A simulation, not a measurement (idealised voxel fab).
Process module under the name voxel transistor to metal
The figure presents cross-section cut, which has a width of 210 nm and is divided into square cells with an edge length of 5 nm.
For the purposes of this document, a cross-section shall be understood as a grid of square cells, specified as bands listed in top-to-bottom order, each band consisting of one or more rows of cells. Each band's line starts with the height of the band's top and of its bottom, in nm. Then come its materials from left to right, each with its width in nm. One material with "all across" fills the band from edge to edge. "air" is empty space. It should be noted that heights are counted from 0, beneath which the wafer as supplied is of one material throughout, and that the lowest band possesses no lower boundary but continues downward, as written in "z 0 and below". Note: "30..40" means the width goes from the first number (top row of the band) to the second number (bottom row) in equal steps per row of cells. "left unchanged", as given for a step, is the statement that not any cell of the cross-section underwent a change during that step. In "Trapped cavities" the enclosed voids are listed, meaning empty spaces of 8 cells or larger without any opening to the top. The form is width x height at distance, distance from the left edge, units nm. On each step's line, the part that comes after the settings is the simulator's own comment on the step. The setting "overlay nm" may be written on the line of a step. When the step uses a mask, the value reports how far to the right of the planned place the mask lay, and a negative value reports that it lay to the left. Every pair from here on: before one process step, after it. The after cross-section reaches only to the lowest band that changed. Below the pair: the step in between and its settings. Pairs can belong to different runs of this module on the same starting wafer; a pair carries on from the pair above only if the entry headed "Cross-section, before" says so.

-- Cross-section, before
- z 45 to 35 | air 85; SiN 35; air 90
- z 35 to 25 | air 85; SiN 10; SiCN 15; SiN 10; air 90
- z 25 to 10 | air 85; SiN 10; polySi 15; SiN 10; air 90
- z 10 to 5 | air 50; SiN 45; polySi 15; SiN 45; air 55
- z 5 to 0 | SiN 95; polySi 15; SiN 100
- z 0 to -5 | SiN 60; SiO2 85; SiN 65
- z -5 to -45 | SiO2 60; Si 85; SiO2 65
- z -45 and below | Si all across
- Trapped cavities: none

-- Resultant Cross-Section
- z 35 to 25 | air 85; SiN 10; SiCN 15; SiN 10; air 90
- z 25 to 0 | air 85; SiN 10; polySi 15; SiN 10; air 90
- z 0 to -5 | air 50; SiN 10; SiO2 85; SiN 10; air 55
- Everything under -5 stays put, no change at all.
- Trapped cavities: none
The two cross-sections above are separated by a single process step, namely DIRECTIONAL_ETCH with etch materials SiN, depth nm 10

Cross-section, before: It is represented by the cross-section appearing after the step of the pair directly above.

-- Resultant Cross-Section
- z 35 to 25 | air 85; SiN 10; SiCN 15; SiN 10; air 90
- z 25 to 0 | air 85; SiN 10; polySi 15; SiN 10; air 90
- z 0 to -5 | air 50; SiN 10; air 25; SiO2 35; air 25; SiN 10; air 55
- z -5 to -10 | air 50; SiO2 10; Si 85; SiO2 10; air 55
- Everything under -10 stays put, no change at all.
- Trapped cavities: none
The two cross-sections above are separated by a single process step, namely DIRECTIONAL_ETCH with etch materials SiO2, depth nm 5

Cross-section, before: It is represented by the cross-section appearing after the step of the pair directly above.

-- Resultant Cross-Section
- z 35 to 25 | air 85; SiN 10; SiCN 15; SiN 10; air 90
- z 25 to 0 | air 85; SiN 10; polySi 15; SiN 10; air 90
- z 0 to -5 | air 50; SiN 10; air 25; SiO2 35; air 25; SiN 10; air 55
- z -5 to -10 | air 50; SiO2 10; air 25; Si 35; air 25; SiO2 10; air 55
- z -10 to -15 | SiO2 60; air 25; Si 35; air 25; SiO2 65
- Everything under -15 stays put, no change at all.
- Trapped cavities: none
The two cross-sections above are separated by a single process step, namely DIRECTIONAL_ETCH with etch materials Si, depth nm 10

Cross-section, before: It is represented by the cross-section appearing after the step of the pair directly above.

-- Resultant Cross-Section
- z 35 to 25 | air 85; SiN 10; SiCN 15; SiN 10; air 90
- z 25 to 10 | air 85; SiN 10; polySi 15; SiN 10; air 90
- z 10 to 0 | air 70; nSi 15; SiN 10; polySi 15; SiN 10; nSi 15; air 75
- z 0 to -5 | air 50; SiN 10; nSi 25; SiO2 35; nSi 25; SiN 10; air 55
- z -5 to -10 | air 50; SiO2 10; nSi 25; Si 35; nSi 25; SiO2 10; air 55
- z -10 to -15 | SiO2 60; nSi 25; Si 35; nSi 25; SiO2 65
- Everything under -15 stays put, no change at all.
- Trapped cavities: none
The two cross-sections above are separated by a single process step, namely EPI with material nSi, thk nm 15

Cross-section, before: It is represented by the cross-section appearing after the step of the pair directly above.

-- Resultant Cross-Section
- z 40 to 35 | SiO2 all across
- z 35 to 25 | SiO2 85; SiN 10; SiCN 15; SiN 10; SiO2 90
- z 25 to 10 | SiO2 85; SiN 10; polySi 15; SiN 10; SiO2 90
- z 10 to 0 | SiO2 70; nSi 15; SiN 10; polySi 15; SiN 10; nSi 15; SiO2 75
- z 0 to -5 | SiO2 50; SiN 10; nSi 25; SiO2 35; nSi 25; SiN 10; SiO2 55
- z -5 to -15 | SiO2 60; nSi 25; Si 35; nSi 25; SiO2 65
- Everything under -15 stays put, no change at all.
- Trapped cavities: none
The two cross-sections above are separated by a single process step, namely FILL_DEP with material SiO2, thk nm 5

Cross-section, before: It is represented by the cross-section appearing after the step of the pair directly above.

-- Resultant Cross-Section
- z 30 to 25 | SiO2 85; SiN 10; SiCN 15; SiN 10; SiO2 90
- Everything under 25 stays put, no change at all.
- Trapped cavities: none
The two cross-sections above are separated by a single process step, namely CMP with height nm 30

Cross-section, before: It is represented by the cross-section appearing after the step of the pair directly above.

-- Resultant Cross-Section
- z 45 to 30 | SiO2 all across
- Everything under 30 stays put, no change at all.
- Trapped cavities: none
The two cross-sections above are separated by a single process step, namely DIRECTIONAL_DEP with material SiO2, thk nm 15

Cross-section, before: It is represented by the cross-section appearing after the step of the pair directly above.

-- Resultant Cross-Section
- z 45 to 30 | SiO2 65; air 15; SiO2 45; air 15; SiO2 70
- z 30 to 25 | SiO2 65; air 15; SiO2 5; SiN 10; SiCN 15; SiN 10; SiO2 5; air 15; SiO2 70
- z 25 to 10 | SiO2 65; air 15; SiO2 5; SiN 10; polySi 15; SiN 10; SiO2 5; air 15; SiO2 70
- z 10 to 0 | SiO2 65; air 5; nSi 15; SiN 10; polySi 15; SiN 10; nSi 15; air 5; SiO2 70
- Everything under 0 stays put, no change at all.
- Trapped cavities: none
The two cross-sections above are separated by a single process step, namely MASKED_ETCH with tone open, mask id CONTACT, width nm 15, pitch nm 60, etch materials SiO2, depth nm 50, overlay nm 0

Cross-section, before: It is represented by the cross-section appearing after the step of the pair directly above.

-- Resultant Cross-Section
- z 50 to 45 | TiN 70; air 5; TiN 55; air 5; TiN 75
- z 45 to 30 | SiO2 65; TiN 5; air 5; TiN 5; SiO2 45; TiN 5; air 5; TiN 5; SiO2 70
- z 30 to 25 | SiO2 65; TiN 5; air 5; TiN 5; SiO2 5; SiN 10; SiCN 15; SiN 10; SiO2 5; TiN 5; air 5; TiN 5; SiO2 70
- z 25 to 15 | SiO2 65; TiN 5; air 5; TiN 5; SiO2 5; SiN 10; polySi 15; SiN 10; SiO2 5; TiN 5; air 5; TiN 5; SiO2 70
- z 15 to 10 | SiO2 65; TiN 15; SiO2 5; SiN 10; polySi 15; SiN 10; SiO2 5; TiN 15; SiO2 70
- z 10 to 0 | SiO2 65; TiN 5; nSi 15; SiN 10; polySi 15; SiN 10; nSi 15; TiN 5; SiO2 70
- Everything under 0 stays put, no change at all.
- Trapped cavities: none
The two cross-sections above are separated by a single process step, namely CONFORMAL_DEP with material TiN, thk nm 5

Cross-section, before: It is represented by the cross-section appearing after the step of the pair directly above.

-- Resultant Cross-Section
- z 60 to 50 | W all across
- z 50 to 45 | TiN 70; W 5; TiN 55; W 5; TiN 75
- z 45 to 30 | SiO2 65; TiN 5; W 5; TiN 5; SiO2 45; TiN 5; W 5; TiN 5; SiO2 70
- z 30 to 25 | SiO2 65; TiN 5; W 5; TiN 5; SiO2 5; SiN 10; SiCN 15; SiN 10; SiO2 5; TiN 5; W 5; TiN 5; SiO2 70
- z 25 to 15 | SiO2 65; TiN 5; W 5; TiN 5; SiO2 5; SiN 10; polySi 15; SiN 10; SiO2 5; TiN 5; W 5; TiN 5; SiO2 70
- Everything under 15 stays put, no change at all.
- Trapped cavities: none
The two cross-sections above are separated by a single process step, namely FILL_DEP with material W, thk nm 10

Cross-section, before: It is represented by the cross-section appearing after the step of the pair directly above.

-- Resultant Cross-Section
- z 45 to 30 | SiO2 65; TiN 5; W 5; TiN 5; SiO2 45; TiN 5; W 5; TiN 5; SiO2 70
- Everything under 30 stays put, no change at all.
- Trapped cavities: none
The two cross-sections above are separated by a single process step, namely CMP with height nm 45

Cross-section, before: It is represented by the cross-section appearing after the step of the pair directly above.

-- Resultant Cross-Section
- z 50 to 45 | TiN all across
- Everything under 45 stays put, no change at all.
- Trapped cavities: none
The two cross-sections above are separated by a single process step, namely DIRECTIONAL_DEP with material TiN, thk nm 5

Cross-section, before: It is represented by the cross-section appearing after the step of the pair directly above.

-- Resultant Cross-Section
- z 75 to 50 | W all across
- Everything under 50 stays put, no change at all.
- Trapped cavities: none
The two cross-sections above are separated by a single process step, namely DIRECTIONAL_DEP with material W, thk nm 25

Cross-section, before: It is represented by the cross-section appearing after the step of the pair directly above.

-- Resultant Cross-Section
- z 90 to 75 | air 65; resist 15; air 45; resist 15; air 70
- Everything under 75 stays put, no change at all.
- Trapped cavities: none
The two cross-sections above are separated by a single process step, namely PATTERN with tone cover, mask id METAL_1, material resist, width nm 15, pitch nm 60, thk nm 15, overlay nm 0

Cross-section, before: It is represented by the cross-section appearing after the step of the pair directly above.

-- Resultant Cross-Section
- z 90 to 75 | air 65; resist 15; air 45; resist 15; air 70
- z 75 to 50 | air 65; W 15; air 45; W 15; air 70
- Everything under 50 stays put, no change at all.
- Trapped cavities: none
The two cross-sections above are separated by a single process step, namely DIRECTIONAL_ETCH with etch materials W, depth nm 25

Cross-section, before: It is represented by the cross-section appearing after the step of the pair directly above.

-- Resultant Cross-Section
- z 90 to 75 | air 65; resist 15; air 45; resist 15; air 70
- z 75 to 50 | air 65; W 15; air 45; W 15; air 70
- z 50 to 45 | air 65; TiN 15; air 45; TiN 15; air 70
- Everything under 45 stays put, no change at all.
- Trapped cavities: none
The two cross-sections above are separated by a single process step, namely DIRECTIONAL_ETCH with etch materials TiN, depth nm 5

Cross-section, before: It is represented by the cross-section appearing after the step of the pair directly above.

-- Resultant Cross-Section
- z 75 to 50 | air 65; W 15; air 45; W 15; air 70
- Everything under 50 stays put, no change at all.
- Trapped cavities: none
The two cross-sections above are separated by a single process step, namely STRIP with etch materials resist

Cross-section, before: It is represented by the cross-section appearing after the step of the pair directly above.

-- Resultant Cross-Section
- z 85 to 75 | lowk all across
- z 75 to 50 | lowk 65; W 15; lowk 45; W 15; lowk 70
- z 50 to 45 | lowk 65; TiN 15; lowk 45; TiN 15; lowk 70
- Everything under 45 stays put, no change at all.
- Trapped cavities: none
The two cross-sections above are separated by a single process step, namely FILL_DEP with material lowk, thk nm 10

Cross-section, before: It is represented by the cross-section appearing after the step of the pair directly above.

-- Resultant Cross-Section
- z 75 to 50 | lowk 65; W 15; lowk 45; W 15; lowk 70
- Everything under 50 stays put, no change at all.
- Trapped cavities: none
The two cross-sections above are separated by a single process step, namely CMP with height nm 75

Cross-section, before: It is represented by the cross-section appearing after the step of the pair directly above.

-- Resultant Cross-Section
- z 80 to 75 | SiN all across
- Everything under 75 stays put, no change at all.
- Trapped cavities: none
The two cross-sections above are separated by a single process step, namely CONFORMAL_DEP with material SiN, thk nm 5

-- Cross-section, before
- z -5 to -10 | SiO2 all across
- z -10 to -45 | SiO2 60; Si 85; SiO2 65
- z -45 and below | Si all across
- Trapped cavities: none

-- Resultant Cross-Section
- z 15 to -5 | polySi all across
- Everything under -5 stays put, no change at all.
- Trapped cavities: none
The two cross-sections above are separated by a single process step, namely DIRECTIONAL_DEP with material polySi, thk nm 20

Cross-section, before: It is represented by the cross-section appearing after the step of the pair directly above.

-- Resultant Cross-Section
- z 25 to 15 | SiCN all across
- Everything under 15 stays put, no change at all.
- Trapped cavities: none
The two cross-sections above are separated by a single process step, namely DIRECTIONAL_DEP with material SiCN, thk nm 10

Cross-section, before: It is represented by the cross-section appearing after the step of the pair directly above.

-- Resultant Cross-Section
- z 25 to 15 | air 95; SiCN 15; air 100
- Everything under 15 stays put, no change at all.
- Trapped cavities: none
The two cross-sections above are separated by a single process step, namely MASKED_ETCH with tone cover, mask id GATE, width nm 15, etch materials SiCN, depth nm 20, overlay nm 0

Cross-section, before: It is represented by the cross-section appearing after the step of the pair directly above.

-- Resultant Cross-Section
- z 25 to 15 | air 95; SiCN 15; air 100
- z 15 to -5 | air 95; polySi 15; air 100
- Everything under -5 stays put, no change at all.
- Trapped cavities: none
The two cross-sections above are separated by a single process step, namely MASKED_ETCH with tone cover, mask id GATE, width nm 15, etch materials polySi, depth nm 35, overlay nm 0

Cross-section, before: It is represented by the cross-section appearing after the step of the pair directly above.

-- Resultant Cross-Section
- z 35 to 25 | air 85; SiN 35; air 90
- z 25 to 15 | air 85; SiN 10; SiCN 15; SiN 10; air 90
- z 15 to 5 | air 85; SiN 10; polySi 15; SiN 10; air 90
- z 5 to -5 | SiN 95; polySi 15; SiN 100
- Everything under -5 stays put, no change at all.
- Trapped cavities: none
The two cross-sections above are separated by a single process step, namely CONFORMAL_DEP with material SiN, thk nm 10

Cross-section, before: It is represented by the cross-section appearing after the step of the pair directly above.

-- Resultant Cross-Section
- z 25 to 15 | air 85; SiN 10; SiCN 15; SiN 10; air 90
- z 15 to -5 | air 85; SiN 10; polySi 15; SiN 10; air 90
- Everything under -5 stays put, no change at all.
- Trapped cavities: none
The two cross-sections above are separated by a single process step, namely DIRECTIONAL_ETCH with etch materials SiN, depth nm 10

Cross-section, before: It is represented by the cross-section appearing after the step of the pair directly above.

-- Resultant Cross-Section
- z 25 to 15 | air 85; SiN 10; SiCN 15; SiN 10; air 90
- z 15 to -5 | air 85; SiN 10; polySi 15; SiN 10; air 90
- z -5 to -10 | air 85; SiO2 35; air 90
- Everything under -10 stays put, no change at all.
- Trapped cavities: none
The two cross-sections above are separated by a single process step, namely DIRECTIONAL_ETCH with etch materials SiO2, depth nm 5

Cross-section, before: It is represented by the cross-section appearing after the step of the pair directly above.

-- Resultant Cross-Section
- z 25 to 15 | air 85; SiN 10; SiCN 15; SiN 10; air 90
- z 15 to -5 | air 85; SiN 10; polySi 15; SiN 10; air 90
- z -5 to -10 | air 85; SiO2 35; air 90
- z -10 to -20 | SiO2 60; air 25; Si 35; air 25; SiO2 65
- Everything under -20 stays put, no change at all.
- Trapped cavities: none
The two cross-sections above are separated by a single process step, namely DIRECTIONAL_ETCH with etch materials Si, depth nm 10

Cross-section, before: It is represented by the cross-section appearing after the step of the pair directly above.

-- Resultant Cross-Section
- z 25 to 15 | air 85; SiN 10; SiCN 15; SiN 10; air 90
- z 15 to 5 | air 85; SiN 10; polySi 15; SiN 10; air 90
- z 5 to -5 | air 70; nSi 15; SiN 10; polySi 15; SiN 10; nSi 15; air 75
- z -5 to -10 | air 55; nSi 30; SiO2 35; nSi 30; air 60
- z -10 to -20 | SiO2 60; nSi 25; Si 35; nSi 25; SiO2 65
- Everything under -20 stays put, no change at all.
- Trapped cavities: none
The two cross-sections above are separated by a single process step, namely EPI with material nSi, thk nm 15

Cross-section, before: It is represented by the cross-section appearing after the step of the pair directly above.

-- Resultant Cross-Section
- z 30 to 25 | SiO2 all across
- z 25 to 15 | SiO2 85; SiN 10; SiCN 15; SiN 10; SiO2 90
- z 15 to 5 | SiO2 85; SiN 10; polySi 15; SiN 10; SiO2 90
- z 5 to -5 | SiO2 70; nSi 15; SiN 10; polySi 15; SiN 10; nSi 15; SiO2 75
- z -5 to -10 | SiO2 55; nSi 30; SiO2 35; nSi 30; SiO2 60
- Everything under -10 stays put, no change at all.
- Trapped cavities: none
The two cross-sections above are separated by a single process step, namely FILL_DEP with material SiO2, thk nm 5

Cross-section, before: It is represented by the cross-section appearing after the step of the pair directly above.

-- Resultant Cross-Section
- z 45 to 25 | SiO2 all across
- Everything under 25 stays put, no change at all.
- Trapped cavities: none
The two cross-sections above are separated by a single process step, namely DIRECTIONAL_DEP with material SiO2, thk nm 15

Cross-section, before: It is represented by the cross-section appearing after the step of the pair directly above.

-- Resultant Cross-Section
- z 45 to 25 | SiO2 65; air 15; SiO2 45; air 15; SiO2 70
- z 25 to 15 | SiO2 65; air 15; SiO2 5; SiN 10; SiCN 15; SiN 10; SiO2 5; air 15; SiO2 70
- z 15 to 5 | SiO2 65; air 15; SiO2 5; SiN 10; polySi 15; SiN 10; SiO2 5; air 15; SiO2 70
- z 5 to -5 | SiO2 65; air 5; nSi 15; SiN 10; polySi 15; SiN 10; nSi 15; air 5; SiO2 70
- Everything under -5 stays put, no change at all.
- Trapped cavities: none
The two cross-sections above are separated by a single process step, namely MASKED_ETCH with tone open, mask id CONTACT, width nm 15, pitch nm 60, etch materials SiO2, depth nm 50, overlay nm 0

Cross-section, before: It is represented by the cross-section appearing after the step of the pair directly above.

-- Resultant Cross-Section
- z 50 to 45 | TiN 70; air 5; TiN 55; air 5; TiN 75
- z 45 to 25 | SiO2 65; TiN 5; air 5; TiN 5; SiO2 45; TiN 5; air 5; TiN 5; SiO2 70
- z 25 to 15 | SiO2 65; TiN 5; air 5; TiN 5; SiO2 5; SiN 10; SiCN 15; SiN 10; SiO2 5; TiN 5; air 5; TiN 5; SiO2 70
- z 15 to 10 | SiO2 65; TiN 5; air 5; TiN 5; SiO2 5; SiN 10; polySi 15; SiN 10; SiO2 5; TiN 5; air 5; TiN 5; SiO2 70
- z 10 to 5 | SiO2 65; TiN 15; SiO2 5; SiN 10; polySi 15; SiN 10; SiO2 5; TiN 15; SiO2 70
- z 5 to -5 | SiO2 65; TiN 5; nSi 15; SiN 10; polySi 15; SiN 10; nSi 15; TiN 5; SiO2 70
- Everything under -5 stays put, no change at all.
- Trapped cavities: none
The two cross-sections above are separated by a single process step, namely CONFORMAL_DEP with material TiN, thk nm 5

Cross-section, before: It is represented by the cross-section appearing after the step of the pair directly above.

-- Resultant Cross-Section
- z 60 to 50 | W all across
- z 50 to 45 | TiN 70; W 5; TiN 55; W 5; TiN 75
- z 45 to 25 | SiO2 65; TiN 5; W 5; TiN 5; SiO2 45; TiN 5; W 5; TiN 5; SiO2 70
- z 25 to 15 | SiO2 65; TiN 5; W 5; TiN 5; SiO2 5; SiN 10; SiCN 15; SiN 10; SiO2 5; TiN 5; W 5; TiN 5; SiO2 70
- z 15 to 10 | SiO2 65; TiN 5; W 5; TiN 5; SiO2 5; SiN 10; polySi 15; SiN 10; SiO2 5; TiN 5; W 5; TiN 5; SiO2 70
- Everything under 10 stays put, no change at all.
- Trapped cavities: none
The two cross-sections above are separated by a single process step, namely FILL_DEP with material W, thk nm 10

Cross-section, before: It is represented by the cross-section appearing after the step of the pair directly above.

-- Resultant Cross-Section
- z 45 to 25 | SiO2 65; TiN 5; W 5; TiN 5; SiO2 45; TiN 5; W 5; TiN 5; SiO2 70
- Everything under 25 stays put, no change at all.
- Trapped cavities: none
The two cross-sections above are separated by a single process step, namely CMP with height nm 45

Cross-section, before: It is represented by the cross-section appearing after the step of the pair directly above.

-- Resultant Cross-Section
- z 50 to 45 | TiN all across
- Everything under 45 stays put, no change at all.
- Trapped cavities: none
The two cross-sections above are separated by a single process step, namely DIRECTIONAL_DEP with material TiN, thk nm 5

Cross-section, before: It is represented by the cross-section appearing after the step of the pair directly above.

-- Resultant Cross-Section
- z 75 to 50 | W all across
- Everything under 50 stays put, no change at all.
- Trapped cavities: none
The two cross-sections above are separated by a single process step, namely DIRECTIONAL_DEP with material W, thk nm 25

Cross-section, before: It is represented by the cross-section appearing after the step of the pair directly above.

-- Resultant Cross-Section
- z 90 to 75 | air 65; resist 15; air 45; resist 15; air 70
- Everything under 75 stays put, no change at all.
- Trapped cavities: none
The two cross-sections above are separated by a single process step, namely PATTERN with tone cover, mask id METAL_1, material resist, width nm 15, pitch nm 60, thk nm 15, overlay nm 0

Cross-section, before: It is represented by the cross-section appearing after the step of the pair directly above.

-- Resultant Cross-Section
- z 90 to 75 | air 65; resist 15; air 45; resist 15; air 70
- z 75 to 50 | air 65; W 15; air 45; W 15; air 70
- Everything under 50 stays put, no change at all.
- Trapped cavities: none
The two cross-sections above are separated by a single process step, namely DIRECTIONAL_ETCH with etch materials W, depth nm 25

Cross-section, before: It is represented by the cross-section appearing after the step of the pair directly above.

-- Resultant Cross-Section
- z 90 to 75 | air 65; resist 15; air 45; resist 15; air 70
- z 75 to 50 | air 65; W 15; air 45; W 15; air 70
- z 50 to 45 | air 65; TiN 15; air 45; TiN 15; air 70
- Everything under 45 stays put, no change at all.
- Trapped cavities: none
The two cross-sections above are separated by a single process step, namely DIRECTIONAL_ETCH with etch materials TiN, depth nm 5

Cross-section, before: It is represented by the cross-section appearing after the step of the pair directly above.

-- Resultant Cross-Section
- z 75 to 50 | air 65; W 15; air 45; W 15; air 70
- Everything under 50 stays put, no change at all.
- Trapped cavities: none
The two cross-sections above are separated by a single process step, namely STRIP with etch materials resist

Cross-section, before: It is represented by the cross-section appearing after the step of the pair directly above.

-- Resultant Cross-Section
- z 85 to 75 | lowk all across
- z 75 to 50 | lowk 65; W 15; lowk 45; W 15; lowk 70
- z 50 to 45 | lowk 65; TiN 15; lowk 45; TiN 15; lowk 70
- Everything under 45 stays put, no change at all.
- Trapped cavities: none
The two cross-sections above are separated by a single process step, namely FILL_DEP with material lowk, thk nm 10

Cross-section, before: It is represented by the cross-section appearing after the step of the pair directly above.

-- Resultant Cross-Section
- z 75 to 50 | lowk 65; W 15; lowk 45; W 15; lowk 70
- Everything under 50 stays put, no change at all.
- Trapped cavities: none
The two cross-sections above are separated by a single process step, namely CMP with height nm 75

Cross-section, before: It is represented by the cross-section appearing after the step of the pair directly above.

-- Resultant Cross-Section
- z 80 to 75 | SiN all across
- Everything under 75 stays put, no change at all.
- Trapped cavities: none
The two cross-sections above are separated by a single process step, namely CONFORMAL_DEP with material SiN, thk nm 5

-- Cross-section, before
- z 30 to 20 | air 95; SiCN 15; air 100
- z 20 to -5 | polySi all across
- z -5 to -10 | SiO2 all across
- z -10 to -45 | SiO2 60; Si 85; SiO2 65
- z -45 and below | Si all across
- Trapped cavities: none

-- Resultant Cross-Section
- z 30 to 20 | air 95; SiCN 15; air 100
- z 20 to -5 | air 90; polySi 25; air 95
- Everything under -5 stays put, no change at all.
- Trapped cavities: none
The two cross-sections above are separated by a single process step, namely MASKED_ETCH with tone cover, mask id GATE, width nm 25, etch materials polySi, depth nm 35, overlay nm 0

Cross-section, before: It is represented by the cross-section appearing after the step of the pair directly above.

-- Resultant Cross-Section
- z 40 to 30 | air 85; SiN 35; air 90
- z 30 to 20 | air 80; SiN 15; SiCN 15; SiN 15; air 85
- z 20 to 5 | air 80; SiN 10; polySi 25; SiN 10; air 85
- z 5 to -5 | SiN 90; polySi 25; SiN 95
- Everything under -5 stays put, no change at all.
- Trapped cavities: none
The two cross-sections above are separated by a single process step, namely CONFORMAL_DEP with material SiN, thk nm 10

Cross-section, before: It is represented by the cross-section appearing after the step of the pair directly above.

-- Resultant Cross-Section
- z 30 to 20 | air 85; SiN 10; SiCN 15; SiN 10; air 90
- z 20 to -5 | air 80; SiN 10; polySi 25; SiN 10; air 85
- Everything under -5 stays put, no change at all.
- Trapped cavities: none
The two cross-sections above are separated by a single process step, namely DIRECTIONAL_ETCH with etch materials SiN, depth nm 10

Cross-section, before: It is represented by the cross-section appearing after the step of the pair directly above.

-- Resultant Cross-Section
- z 30 to 20 | air 85; SiN 10; SiCN 15; SiN 10; air 90
- z 20 to -5 | air 80; SiN 10; polySi 25; SiN 10; air 85
- z -5 to -10 | air 80; SiO2 45; air 85
- Everything under -10 stays put, no change at all.
- Trapped cavities: none
The two cross-sections above are separated by a single process step, namely DIRECTIONAL_ETCH with etch materials SiO2, depth nm 5

Cross-section, before: It is represented by the cross-section appearing after the step of the pair directly above.

-- Resultant Cross-Section
- z 30 to 20 | air 85; SiN 10; SiCN 15; SiN 10; air 90
- z 20 to -5 | air 80; SiN 10; polySi 25; SiN 10; air 85
- z -5 to -10 | air 80; SiO2 45; air 85
- z -10 to -20 | SiO2 60; air 20; Si 45; air 20; SiO2 65
- Everything under -20 stays put, no change at all.
- Trapped cavities: none
The two cross-sections above are separated by a single process step, namely DIRECTIONAL_ETCH with etch materials Si, depth nm 10

Cross-section, before: It is represented by the cross-section appearing after the step of the pair directly above.

-- Resultant Cross-Section
- z 30 to 20 | air 85; SiN 10; SiCN 15; SiN 10; air 90
- z 20 to 5 | air 80; SiN 10; polySi 25; SiN 10; air 85
- z 5 to -5 | air 65; nSi 15; SiN 10; polySi 25; SiN 10; nSi 15; air 70
- z -5 to -10 | air 55; nSi 25; SiO2 45; nSi 25; air 60
- z -10 to -20 | SiO2 60; nSi 20; Si 45; nSi 20; SiO2 65
- Everything under -20 stays put, no change at all.
- Trapped cavities: none
The two cross-sections above are separated by a single process step, namely EPI with material nSi, thk nm 15

Cross-section, before: It is represented by the cross-section appearing after the step of the pair directly above.

-- Resultant Cross-Section
- z 35 to 30 | SiO2 all across
- z 30 to 20 | SiO2 85; SiN 10; SiCN 15; SiN 10; SiO2 90
- z 20 to 5 | SiO2 80; SiN 10; polySi 25; SiN 10; SiO2 85
- z 5 to -5 | SiO2 65; nSi 15; SiN 10; polySi 25; SiN 10; nSi 15; SiO2 70
- z -5 to -10 | SiO2 55; nSi 25; SiO2 45; nSi 25; SiO2 60
- Everything under -10 stays put, no change at all.
- Trapped cavities: none
The two cross-sections above are separated by a single process step, namely FILL_DEP with material SiO2, thk nm 5

Cross-section, before: It is represented by the cross-section appearing after the step of the pair directly above.

-- Resultant Cross-Section
- z 30 to 20 | SiO2 85; SiN 10; SiCN 15; SiN 10; SiO2 90
- Everything under 20 stays put, no change at all.
- Trapped cavities: none
The two cross-sections above are separated by a single process step, namely CMP with height nm 30

Cross-section, before: It is represented by the cross-section appearing after the step of the pair directly above.

-- Resultant Cross-Section
- z 45 to 30 | SiO2 all across
- Everything under 30 stays put, no change at all.
- Trapped cavities: none
The two cross-sections above are separated by a single process step, namely DIRECTIONAL_DEP with material SiO2, thk nm 15

Cross-section, before: It is represented by the cross-section appearing after the step of the pair directly above.

-- Resultant Cross-Section
- z 45 to 30 | SiO2 65; air 15; SiO2 45; air 15; SiO2 70
- z 30 to 20 | SiO2 65; air 15; SiO2 5; SiN 10; SiCN 15; SiN 10; SiO2 5; air 15; SiO2 70
- z 20 to 5 | SiO2 65; air 15; SiN 10; polySi 25; SiN 10; air 15; SiO2 70
- Everything under 5 stays put, no change at all.
- Trapped cavities: none
The two cross-sections above are separated by a single process step, namely MASKED_ETCH with tone open, mask id CONTACT, width nm 15, pitch nm 60, etch materials SiO2, depth nm 50, overlay nm 0

Cross-section, before: It is represented by the cross-section appearing after the step of the pair directly above.

-- Resultant Cross-Section
- z 50 to 45 | TiN 70; air 5; TiN 55; air 5; TiN 75
- z 45 to 30 | SiO2 65; TiN 5; air 5; TiN 5; SiO2 45; TiN 5; air 5; TiN 5; SiO2 70
- z 30 to 20 | SiO2 65; TiN 5; air 5; TiN 5; SiO2 5; SiN 10; SiCN 15; SiN 10; SiO2 5; TiN 5; air 5; TiN 5; SiO2 70
- z 20 to 10 | SiO2 65; TiN 5; air 5; TiN 5; SiN 10; polySi 25; SiN 10; TiN 5; air 5; TiN 5; SiO2 70
- z 10 to 5 | SiO2 65; TiN 15; SiN 10; polySi 25; SiN 10; TiN 15; SiO2 70
- Everything under 5 stays put, no change at all.
- Trapped cavities: none
The two cross-sections above are separated by a single process step, namely CONFORMAL_DEP with material TiN, thk nm 5

Cross-section, before: It is represented by the cross-section appearing after the step of the pair directly above.

-- Resultant Cross-Section
- z 60 to 50 | W all across
- z 50 to 45 | TiN 70; W 5; TiN 55; W 5; TiN 75
- z 45 to 30 | SiO2 65; TiN 5; W 5; TiN 5; SiO2 45; TiN 5; W 5; TiN 5; SiO2 70
- z 30 to 20 | SiO2 65; TiN 5; W 5; TiN 5; SiO2 5; SiN 10; SiCN 15; SiN 10; SiO2 5; TiN 5; W 5; TiN 5; SiO2 70
- z 20 to 10 | SiO2 65; TiN 5; W 5; TiN 5; SiN 10; polySi 25; SiN 10; TiN 5; W 5; TiN 5; SiO2 70
- Everything under 10 stays put, no change at all.
- Trapped cavities: none
The two cross-sections above are separated by a single process step, namely FILL_DEP with material W, thk nm 10

Cross-section, before: It is represented by the cross-section appearing after the step of the pair directly above.

-- Resultant Cross-Section
- z 45 to 30 | SiO2 65; TiN 5; W 5; TiN 5; SiO2 45; TiN 5; W 5; TiN 5; SiO2 70
- Everything under 30 stays put, no change at all.
- Trapped cavities: none
The two cross-sections above are separated by a single process step, namely CMP with height nm 45

Cross-section, before: It is represented by the cross-section appearing after the step of the pair directly above.

-- Resultant Cross-Section
- z 50 to 45 | TiN all across
- Everything under 45 stays put, no change at all.
- Trapped cavities: none
The two cross-sections above are separated by a single process step, namely DIRECTIONAL_DEP with material TiN, thk nm 5

Cross-section, before: It is represented by the cross-section appearing after the step of the pair directly above.

-- Resultant Cross-Section
- z 75 to 50 | W all across
- Everything under 50 stays put, no change at all.
- Trapped cavities: none
The two cross-sections above are separated by a single process step, namely DIRECTIONAL_DEP with material W, thk nm 25

Cross-section, before: It is represented by the cross-section appearing after the step of the pair directly above.

-- Resultant Cross-Section
- z 90 to 75 | air 65; resist 15; air 45; resist 15; air 70
- Everything under 75 stays put, no change at all.
- Trapped cavities: none
The two cross-sections above are separated by a single process step, namely PATTERN with tone cover, mask id METAL_1, material resist, width nm 15, pitch nm 60, thk nm 15, overlay nm 0

Cross-section, before: It is represented by the cross-section appearing after the step of the pair directly above.

-- Resultant Cross-Section
- z 90 to 75 | air 65; resist 15; air 45; resist 15; air 70
- z 75 to 50 | air 65; W 15; air 45; W 15; air 70
- Everything under 50 stays put, no change at all.
- Trapped cavities: none
The two cross-sections above are separated by a single process step, namely DIRECTIONAL_ETCH with etch materials W, depth nm 25

Cross-section, before: It is represented by the cross-section appearing after the step of the pair directly above.

-- Resultant Cross-Section
- z 90 to 75 | air 65; resist 15; air 45; resist 15; air 70
- z 75 to 50 | air 65; W 15; air 45; W 15; air 70
- z 50 to 45 | air 65; TiN 15; air 45; TiN 15; air 70
- Everything under 45 stays put, no change at all.
- Trapped cavities: none
The two cross-sections above are separated by a single process step, namely DIRECTIONAL_ETCH with etch materials TiN, depth nm 5
